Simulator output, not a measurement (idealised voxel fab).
This section sets out a process module, namely voxel ribs on slabs.
Section shown: cut. Width: 270 nm. Cell size: 5 nm, square.
Heads up, the way a cross-section reads in here is a grid of square cells, handed over as bands from the top down, with every band being one or more rows of cells. Per band: top height and bottom height in nm, followed by the left-to-right materials and their widths in nm; "all across" marks a single material spanning edge to edge, "blank" marks empty space. The reference from which all heights are counted is 0, the level beneath which the as-received wafer is entirely one material; the lowest band, having no lower bound, proceeds downward and is written after the example "z 0 and below". The two numbers in a width such as "30 to 40" mark its ends across the band: the first belongs to the top row of cells, the second to the bottom row, and from each row to the next the width moves by the same amount. You'll sometimes find "nothing was modified" written for a step, and that's the way of saying that nowhere in the cross-section did a cell change during that step. For the entry "Enclosed cavity list", the listed items are empty spaces with no open way to the top whose size is 8 cells or more; each item follows the pattern width x height at distance, where distance is from the left edge and all three are in nm. Heads up: the bit after the settings on a step's line is the simulator's remark on that step. overlay nm: right-of-plan distance of the mask on a masked step; negative values mean left-of-plan.

PROCESS STEPS - PLAN
| 1 | RECEIVE | material Si |
| 2 | DIRECTIONAL_DEP | material SiO2 | thk nm 30 |
| 3 | DIRECTIONAL_DEP | material polySi | thk nm 20 |
| 4 | PATTERN | tone cover | mask id RIB | material resist | width nm 30 | thk nm 20 | overlay nm 0 |
| 5 | DIRECTIONAL_ETCH | etch materials polySi | depth nm 10 |
| 6 | STRIP | etch materials resist |
| 7 | MASKED_ETCH | tone cover | mask id SLAB | width nm 60 | etch materials polySi | depth nm 10 | overlay nm 0 |
| 8 | FILL_DEP | material SiO2 | thk nm 20 |
| 9 | CMP | height nm 60 |
| 10 | DIRECTIONAL_DEP | material W | thk nm 5 |
| 11 | MASKED_ETCH | tone cover | mask id HEATER | width nm 40 | etch materials W | depth nm 5 | overlay nm 0 |
| 12 | CONFORMAL_DEP | material SiO2 | thk nm 5 |

RECEIVED-STATE CROSS-SECTION, REFLECTING COMPLETION OF STEP 1
  z 0 and below | Si all across
  Enclosed cavity list: none

STARTING WAFER: ABOVE. PLAN: ABOVE. RUN: ONE MISTAKE. CROSS-SECTION AFTER THE MODULE: BELOW
  z 70 to 65 | 110 blank; 50 SiO2; 110 blank
  z 65 to 60 | 115 SiO2; 40 W; 115 SiO2
  z 60 to 50 | 105 SiO2; 60 polySi; 105 SiO2
  z 50 to 30 | polySi all across
  z 30 to 0 | SiO2 all across
  z 0 and below | Si all across
  Enclosed cavity list: none
What was done differently from what was planned? execution of plan step 3 occurred twice
